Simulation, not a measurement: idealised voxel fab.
Herein follows the process module entitled voxel air gaps.
Square cells of 5 nm make up the cross-section cut, whose width is 295 nm.
A cross-section is written here as square cells arranged in a grid, and it is given in bands from the top down, each band taking up one or more rows of cells. The band entry comprises the height of the band's top followed by the height of its bottom, expressed in nm, and subsequently the band's materials from left to right, each stated together with its width in nm. Where a single material is marked with the word "full width", that material fills the band from edge to edge. The word "air" represents empty space. Height reference: 0 = level under which incoming wafer is all one material. Lowest band: no bottom, runs on downward, e.g. "from 0 down". Width: "30->40" (first number = top row, second number = bottom row, same change from row to row of cells). Step marked "same as before"? Then no cell in the cross-section changed in it. Enclosed voids (no open way to top), threshold 8 cells or more, entry "Closed void listing", notation width x height at distance, distance from left edge, nm. Formally, on a step line, whatever follows the settings is a remark that the simulator itself makes on the step. overlay nm, on a step with a mask: how far to the right of its planned place the mask lay; to the left if negative.

[Process steps (planned)]
1 RECEIVE with material Si
2 CONFORMAL_DEP with material SiO2, thk nm 15
3 CONFORMAL_DEP with material SiCN, thk nm 5
4 DIRECTIONAL_DEP with material lowk, thk nm 40
5 MASKED_ETCH with tone open, mask id LINES, width nm 20, pitch nm 50, etch materials lowk, depth nm 40, overlay nm 0
6 CONFORMAL_DEP with material TiN, thk nm 5
7 FILL_DEP with material W, thk nm 5
8 CMP with height nm 60
9 EPI with material Ru, thk nm 10
10 SELECTIVE_ETCH with etch materials lowk, depth nm 50
11 CONFORMAL_DEP with material SiCN, thk nm 5

[Delivered wafer in cross-section: state after step 1]
- from 0 down | Si full width
- Closed void listing: none

[Sectioned view, first of two wafers, at the close of the module, processed as intended in the plan]
- from 75 to 70 | 45 of air, 200 of SiCN, 50 of air
- from 70 to 60 | 45 of air, 5 of SiCN, 40 of Ru, 10 of SiCN, 40 of Ru, 10 of SiCN, 40 of Ru, 10 of SiCN, 40 of Ru, 5 of SiCN, 50 of air
- from 60 to 55 | 45 of air, 15 of SiCN, 5 of TiN, 10 of W, 5 of TiN, 30 of SiCN, 5 of TiN, 10 of W, 5 of TiN, 30 of SiCN, 5 of TiN, 10 of W, 5 of TiN, 30 of SiCN, 5 of TiN, 10 of W, 5 of TiN, 15 of SiCN, 50 of air
- from 55 to 25 | 55 of air, 5 of SiCN, 5 of TiN, 10 of W, 5 of TiN, 5 of SiCN, 20 of air, 5 of SiCN, 5 of TiN, 10 of W, 5 of TiN, 5 of SiCN, 20 of air, 5 of SiCN, 5 of TiN, 10 of W, 5 of TiN, 5 of SiCN, 20 of air, 5 of SiCN, 5 of TiN, 10 of W, 5 of TiN, 5 of SiCN, 60 of air
- from 25 to 20 | 60 of SiCN, 20 of TiN, 30 of SiCN, 20 of TiN, 30 of SiCN, 20 of TiN, 30 of SiCN, 20 of TiN, 65 of SiCN
- from 20 to 15 | SiCN full width
- from 15 to 0 | SiO2 full width
- from 0 down | Si full width
- Closed void listing: 20 x 30 at 85; 20 x 30 at 135; 20 x 30 at 185

[The second wafer, shown in cross-section after the module: started the same way as the first and given the same plan, yet one mistake crept into how it was run]
- from 75 to 70 | 45 of air, 200 of SiCN, 50 of air
- from 70 to 60 | 45 of air, 5 of SiCN, 40 of Ru, 10 of SiCN, 40 of Ru, 10 of SiCN, 40 of Ru, 10 of SiCN, 40 of Ru, 5 of SiCN, 50 of air
- from 60 to 55 | 45 of air, 15 of SiCN, 5 of TiN, 10 of W, 5 of TiN, 30 of SiCN, 5 of TiN, 10 of W, 5 of TiN, 30 of SiCN, 5 of TiN, 10 of W, 5 of TiN, 30 of SiCN, 5 of TiN, 10 of W, 5 of TiN, 15 of SiCN, 50 of air
- from 55 to 25 | 55 of air, 5 of SiCN, 5 of TiN, 10 of W, 5 of TiN, 5 of SiCN, 20 of air, 5 of SiCN, 5 of TiN, 10 of W, 5 of TiN, 5 of SiCN, 20 of air, 5 of SiCN, 5 of TiN, 10 of W, 5 of TiN, 5 of SiCN, 20 of air, 5 of SiCN, 5 of TiN, 10 of W, 5 of TiN, 5 of SiCN, 60 of air
- from 25 to 20 | 60 of SiCN, 20 of TiN, 30 of SiCN, 20 of TiN, 30 of SiCN, 20 of TiN, 30 of SiCN, 20 of TiN, 65 of SiCN
- from 20 to 15 | SiCN full width
- from 15 to 0 | Ru full width
- from 0 down | Si full width
- Closed void listing: 20 x 30 at 85; 20 x 30 at 135; 20 x 30 at 185
Diagnosis: step 2 ran with different settings than intended, the actual operation and settings being CONFORMAL_DEP with material Ru, thk nm 15
at the end the second wafer has, in cells: Ru: 177 more | SiO2: 177 fewer
